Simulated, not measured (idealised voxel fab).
A process module follows: voxel capacitor over wiring.
For reference, the cross-section in this document is cut, with width 275 nm and square cells of 5 nm.
The cross-sections in this document take the form of a grid made of square cells. They are written out as bands, in order from top to bottom. Each band consists of one or more rows of cells.
The entry gives the band's vertical extent as a top height and a bottom height in nm, then its horizontal make-up as materials from left to right, each with a width in nm. "air" stands for empty space; a single material marked "edge to edge" fills the band edge to edge.
A quick word on heights: they are counted from 0, and under that level the wafer as it came to us is one material throughout. The lowest band is different from the rest in having no bottom; it simply continues downward, written as in "from 0 down".
Read "30->40" as a graded width: first number on top, second number at the bottom, same change between each pair of neighbouring rows.
Where a step carries "same as before", the cross-section came out of it unchanged, cell for cell.
So "Sealed voids" is basically the list of trapped voids: any empty space of 8 cells or more that can't reach the top through an opening. They're written width x height at distance, the distance being from the left edge, and it's all nm.
Heads up: the bit after the settings on a step's line is the simulator's remark on that step.
Among the settings permitted on a step's line is "overlay nm"; applied to a step with a mask, it specifies the extent to which the mask lay to the right of its planned position, whereas a negative figure signifies a position to the left.

# The following list gives the planned process steps
1: RECEIVE, material Si
2: CONFORMAL_DEP, material SiO2, thk nm 15
3: DIRECTIONAL_DEP, material TiN, thk nm 5
4: DIRECTIONAL_DEP, material Ru, thk nm 25
5: PATTERN, tone cover, mask id METAL_1, material resist, width nm 30, pitch nm 100, thk nm 20, overlay nm 0
6: DIRECTIONAL_ETCH, etch materials Ru, depth nm 25
7: DIRECTIONAL_ETCH, etch materials TiN, depth nm 5
8: STRIP, etch materials resist
9: FILL_DEP, material lowk, thk nm 10
10: CMP, height nm 45
11: CONFORMAL_DEP, material SiCN, thk nm 5
12: DIRECTIONAL_DEP, material SiO2, thk nm 20
13: MASKED_ETCH, tone open, mask id PLUG_1, width nm 15, etch materials SiO2, depth nm 20, overlay nm 0
14: MASKED_ETCH, tone open, mask id PLUG_1, width nm 15, etch materials SiCN, depth nm 5, overlay nm 0
15: CONFORMAL_DEP, material TiN, thk nm 5
16: FILL_DEP, material W, thk nm 10
17: CMP, height nm 70
18: DIRECTIONAL_DEP, material TiN, thk nm 5
19: DIRECTIONAL_DEP, material SiN, thk nm 5
20: DIRECTIONAL_DEP, material TiN, thk nm 5
21: PATTERN, tone cover, mask id UPPER_PLATE, material resist, width nm 75, thk nm 15, overlay nm 0
22: DIRECTIONAL_ETCH, etch materials TiN, depth nm 5
23: DIRECTIONAL_ETCH, etch materials SiN, depth nm 5
24: STRIP, etch materials resist
25: MASKED_ETCH, tone cover, mask id LOWER_PLATE, width nm 85, etch materials TiN, depth nm 5, overlay nm 0
26: FILL_DEP, material SiO2, thk nm 20
27: CMP, height nm 100
28: DIRECTIONAL_DEP, material aC, thk nm 15
29: PATTERN, tone open, mask id PLUG_2, material resist, width nm 15, thk nm 35, overlay nm 0
30: DIRECTIONAL_ETCH, etch materials aC, depth nm 15
31: STRIP, etch materials resist
32: DIRECTIONAL_ETCH, etch materials SiO2, depth nm 15
33: STRIP, etch materials aC
34: CONFORMAL_DEP, material TiN, thk nm 5
35: FILL_DEP, material W, thk nm 10
36: CMP, height nm 100
37: CONFORMAL_DEP, material SiN, thk nm 5

# Account of the first of two wafers, which was processed as intended

# Here's what the wafer looked like in cross-section when it arrived - that's after step 1
> from 0 down: Si edge to edge
> Sealed voids: none

# Wafer section view after processing step 2
> from 15 to 0: SiO2 edge to edge
> Below 0 it's all the same as before, nothing changed down there.

# Wafer section view after processing step 3
> from 20 to 15: TiN edge to edge
> Below 15 it's all the same as before, nothing changed down there.

# Wafer section view after processing step 4
> from 45 to 20: Ru edge to edge
> Below 20 it's all the same as before, nothing changed down there.

# Wafer section view after processing step 5
> from 65 to 45: air 70 nm, resist 30 nm, air 70 nm, resist 30 nm, air 75 nm
> Below 45 it's all the same as before, nothing changed down there.

# Wafer section view after processing step 6
> from 65 to 45: air 70 nm, resist 30 nm, air 70 nm, resist 30 nm, air 75 nm
> from 45 to 20: air 70 nm, Ru 30 nm, air 70 nm, Ru 30 nm, air 75 nm
> Below 20 it's all the same as before, nothing changed down there.

# Wafer section view after processing step 7
> from 65 to 45: air 70 nm, resist 30 nm, air 70 nm, resist 30 nm, air 75 nm
> from 45 to 20: air 70 nm, Ru 30 nm, air 70 nm, Ru 30 nm, air 75 nm
> from 20 to 15: air 70 nm, TiN 30 nm, air 70 nm, TiN 30 nm, air 75 nm
> Below 15 it's all the same as before, nothing changed down there.

# Wafer section view after processing step 8
> from 45 to 20: air 70 nm, Ru 30 nm, air 70 nm, Ru 30 nm, air 75 nm
> Below 20 it's all the same as before, nothing changed down there.

# Wafer section view after processing step 9
> from 55 to 45: lowk edge to edge
> from 45 to 20: lowk 70 nm, Ru 30 nm, lowk 70 nm, Ru 30 nm, lowk 75 nm
> from 20 to 15: lowk 70 nm, TiN 30 nm, lowk 70 nm, TiN 30 nm, lowk 75 nm
> Below 15 it's all the same as before, nothing changed down there.

# Wafer section view after processing step 10
> from 45 to 20: lowk 70 nm, Ru 30 nm, lowk 70 nm, Ru 30 nm, lowk 75 nm
> Below 20 it's all the same as before, nothing changed down there.

# Wafer section view after processing step 11
> from 50 to 45: SiCN edge to edge
> Below 45 it's all the same as before, nothing changed down there.

# Wafer section view after processing step 12
> from 70 to 50: SiO2 edge to edge
> Below 50 it's all the same as before, nothing changed down there.

# Wafer section view after processing step 13
> from 70 to 50: SiO2 85 nm, air 15 nm, SiO2 175 nm
> Below 50 it's all the same as before, nothing changed down there.

# Wafer section view after processing step 14
> from 70 to 50: SiO2 85 nm, air 15 nm, SiO2 175 nm
> from 50 to 45: SiCN 85 nm, air 15 nm, SiCN 175 nm
> Below 45 it's all the same as before, nothing changed down there.

# Wafer section view after processing step 15
> from 75 to 70: TiN 90 nm, air 5 nm, TiN 180 nm
> from 70 to 50: SiO2 85 nm, TiN 5 nm, air 5 nm, TiN 5 nm, SiO2 175 nm
> from 50 to 45: SiCN 85 nm, TiN 15 nm, SiCN 175 nm
> Below 45 it's all the same as before, nothing changed down there.

# Wafer section view after processing step 16
> from 85 to 75: W edge to edge
> from 75 to 70: TiN 90 nm, W 5 nm, TiN 180 nm
> from 70 to 50: SiO2 85 nm, TiN 5 nm, W 5 nm, TiN 5 nm, SiO2 175 nm
> Below 50 it's all the same as before, nothing changed down there.

# Wafer section view after processing step 17
> from 70 to 50: SiO2 85 nm, TiN 5 nm, W 5 nm, TiN 5 nm, SiO2 175 nm
> Below 50 it's all the same as before, nothing changed down there.

# Wafer section view after processing step 18
> from 75 to 70: TiN edge to edge
> Below 70 it's all the same as before, nothing changed down there.

# Wafer section view after processing step 19
> from 80 to 75: SiN edge to edge
> Below 75 it's all the same as before, nothing changed down there.

# Wafer section view after processing step 20
> from 85 to 80: TiN edge to edge
> Below 80 it's all the same as before, nothing changed down there.

# Wafer section view after processing step 21
> from 100 to 85: air 85 nm, resist 75 nm, air 115 nm
> Below 85 it's all the same as before, nothing changed down there.

# Wafer section view after processing step 22
> from 100 to 85: air 85 nm, resist 75 nm, air 115 nm
> from 85 to 80: air 85 nm, TiN 75 nm, air 115 nm
> Below 80 it's all the same as before, nothing changed down there.

# Wafer section view after processing step 23
> from 100 to 85: air 85 nm, resist 75 nm, air 115 nm
> from 85 to 80: air 85 nm, TiN 75 nm, air 115 nm
> from 80 to 75: air 85 nm, SiN 75 nm, air 115 nm
> Below 75 it's all the same as before, nothing changed down there.

# Wafer section view after processing step 24
> from 85 to 80: air 85 nm, TiN 75 nm, air 115 nm
> Below 80 it's all the same as before, nothing changed down there.

# Wafer section view after processing step 25
> from 85 to 80: air 85 nm, TiN 75 nm, air 115 nm
> from 80 to 75: air 85 nm, SiN 75 nm, air 115 nm
> from 75 to 70: air 80 nm, TiN 85 nm, air 110 nm
> Below 70 it's all the same as before, nothing changed down there.

# Wafer section view after processing step 26
> from 105 to 85: SiO2 edge to edge
> from 85 to 80: SiO2 85 nm, TiN 75 nm, SiO2 115 nm
> from 80 to 75: SiO2 85 nm, SiN 75 nm, SiO2 115 nm
> from 75 to 70: SiO2 80 nm, TiN 85 nm, SiO2 110 nm
> Below 70 it's all the same as before, nothing changed down there.

# Wafer section view after processing step 27
> from 100 to 85: SiO2 edge to edge
> Below 85 it's all the same as before, nothing changed down there.

# Wafer section view after processing step 28
> from 115 to 100: aC edge to edge
> Below 100 it's all the same as before, nothing changed down there.

# Wafer section view after processing step 29
> from 150 to 115: resist 95 nm, air 15 nm, resist 165 nm
> Below 115 it's all the same as before, nothing changed down there.

# Wafer section view after processing step 30
> from 135 to 115: resist 95 nm, air 15 nm, resist 165 nm
> from 115 to 100: aC 95 nm, air 15 nm, aC 165 nm
> Below 100 it's all the same as before, nothing changed down there.

# Wafer section view after processing step 31
> from 115 to 100: aC 95 nm, air 15 nm, aC 165 nm
> Below 100 it's all the same as before, nothing changed down there.

# Wafer section view after processing step 32
> from 115 to 100: aC 95 nm, air 15 nm, aC 165 nm
> from 100 to 85: SiO2 95 nm, air 15 nm, SiO2 165 nm
> Below 85 it's all the same as before, nothing changed down there.

# Wafer section view after processing step 33
> from 100 to 85: SiO2 95 nm, air 15 nm, SiO2 165 nm
> Below 85 it's all the same as before, nothing changed down there.

# Wafer section view after processing step 34
> from 105 to 100: TiN 100 nm, air 5 nm, TiN 170 nm
> from 100 to 90: SiO2 95 nm, TiN 5 nm, air 5 nm, TiN 5 nm, SiO2 165 nm
> from 90 to 80: SiO2 95->85 nm, TiN 15->75 nm, SiO2 165->115 nm
> Below 80 it's all the same as before, nothing changed down there.

# Wafer section view after processing step 35
> from 115 to 105: W edge to edge
> from 105 to 100: TiN 100 nm, W 5 nm, TiN 170 nm
> from 100 to 90: SiO2 95 nm, TiN 5 nm, W 5 nm, TiN 5 nm, SiO2 165 nm
> Below 90 it's all the same as before, nothing changed down there.

# Wafer section view after processing step 36
> from 100 to 90: SiO2 95 nm, TiN 5 nm, W 5 nm, TiN 5 nm, SiO2 165 nm
> Below 90 it's all the same as before, nothing changed down there.

# Wafer section view after processing step 37
> from 105 to 100: SiN edge to edge
> Below 100 it's all the same as before, nothing changed down there.

# The Second Wafer: Common Origin and Plan, One Mistake in Execution, Identical to the First Through Step 16

At the planned end of step 17, the second wafer in cross-section: same as before

# At the planned end of step 18, the second wafer in cross-section
> from 90 to 85: TiN edge to edge
> Below 85 it's all the same as before, nothing changed down there.

# At the planned end of step 19, the second wafer in cross-section
> from 95 to 90: SiN edge to edge
> Below 90 it's all the same as before, nothing changed down there.

# At the planned end of step 20, the second wafer in cross-section
> from 100 to 95: TiN edge to edge
> Below 95 it's all the same as before, nothing changed down there.

# At the planned end of step 21, the second wafer in cross-section
> from 115 to 100: air 85 nm, resist 75 nm, air 115 nm
> Below 100 it's all the same as before, nothing changed down there.

# At the planned end of step 22, the second wafer in cross-section
> from 115 to 100: air 85 nm, resist 75 nm, air 115 nm
> from 100 to 95: air 85 nm, TiN 75 nm, air 115 nm
> Below 95 it's all the same as before, nothing changed down there.

# At the planned end of step 23, the second wafer in cross-section
> from 115 to 100: air 85 nm, resist 75 nm, air 115 nm
> from 100 to 95: air 85 nm, TiN 75 nm, air 115 nm
> from 95 to 90: air 85 nm, SiN 75 nm, air 115 nm
> Below 90 it's all the same as before, nothing changed down there.

# At the planned end of step 24, the second wafer in cross-section
> from 100 to 95: air 85 nm, TiN 75 nm, air 115 nm
> Below 95 it's all the same as before, nothing changed down there.

# At the planned end of step 25, the second wafer in cross-section
> from 100 to 95: air 85 nm, TiN 75 nm, air 115 nm
> from 95 to 90: air 85 nm, SiN 75 nm, air 115 nm
> from 90 to 85: air 80 nm, TiN 85 nm, air 110 nm
> Below 85 it's all the same as before, nothing changed down there.

# At the planned end of step 26, the second wafer in cross-section
> from 120 to 100: SiO2 edge to edge
> from 100 to 95: SiO2 85 nm, TiN 75 nm, SiO2 115 nm
> from 95 to 90: SiO2 85 nm, SiN 75 nm, SiO2 115 nm
> from 90 to 85: SiO2 80 nm, TiN 85 nm, SiO2 110 nm
> Below 85 it's all the same as before, nothing changed down there.

# At the planned end of step 27, the second wafer in cross-section
> from 100 to 95: SiO2 85 nm, TiN 75 nm, SiO2 115 nm
> Below 95 it's all the same as before, nothing changed down there.

# At the planned end of step 28, the second wafer in cross-section
> from 115 to 100: aC edge to edge
> Below 100 it's all the same as before, nothing changed down there.

# At the planned end of step 29, the second wafer in cross-section
> from 150 to 115: resist 95 nm, air 15 nm, resist 165 nm
> Below 115 it's all the same as before, nothing changed down there.

# At the planned end of step 30, the second wafer in cross-section
> from 135 to 115: resist 95 nm, air 15 nm, resist 165 nm
> from 115 to 100: aC 95 nm, air 15 nm, aC 165 nm
> Below 100 it's all the same as before, nothing changed down there.

# At the planned end of step 31, the second wafer in cross-section
> from 115 to 100: aC 95 nm, air 15 nm, aC 165 nm
> Below 100 it's all the same as before, nothing changed down there.

At the planned end of step 32, the second wafer in cross-section: same as before

# At the planned end of step 33, the second wafer in cross-section
> from 100 to 95: SiO2 85 nm, TiN 75 nm, SiO2 115 nm
> Below 95 it's all the same as before, nothing changed down there.

# At the planned end of step 34, the second wafer in cross-section
> from 105 to 100: TiN edge to edge
> Below 100 it's all the same as before, nothing changed down there.

# At the planned end of step 35, the second wafer in cross-section
> from 115 to 105: W edge to edge
> Below 105 it's all the same as before, nothing changed down there.

# At the planned end of step 36, the second wafer in cross-section
> from 100 to 95: SiO2 85 nm, TiN 75 nm, SiO2 115 nm
> Below 95 it's all the same as before, nothing changed down there.

# At the planned end of step 37, the second wafer in cross-section
> from 105 to 100: SiN edge to edge
> Below 100 it's all the same as before, nothing changed down there.
In executing the process, a mistake was made relative to the plan: step 17 of the plan got skipped, so it never ran
Final cells, second wafer relative to first, materials higher or lower: -156 SiO2, +47 TiN, +109 W
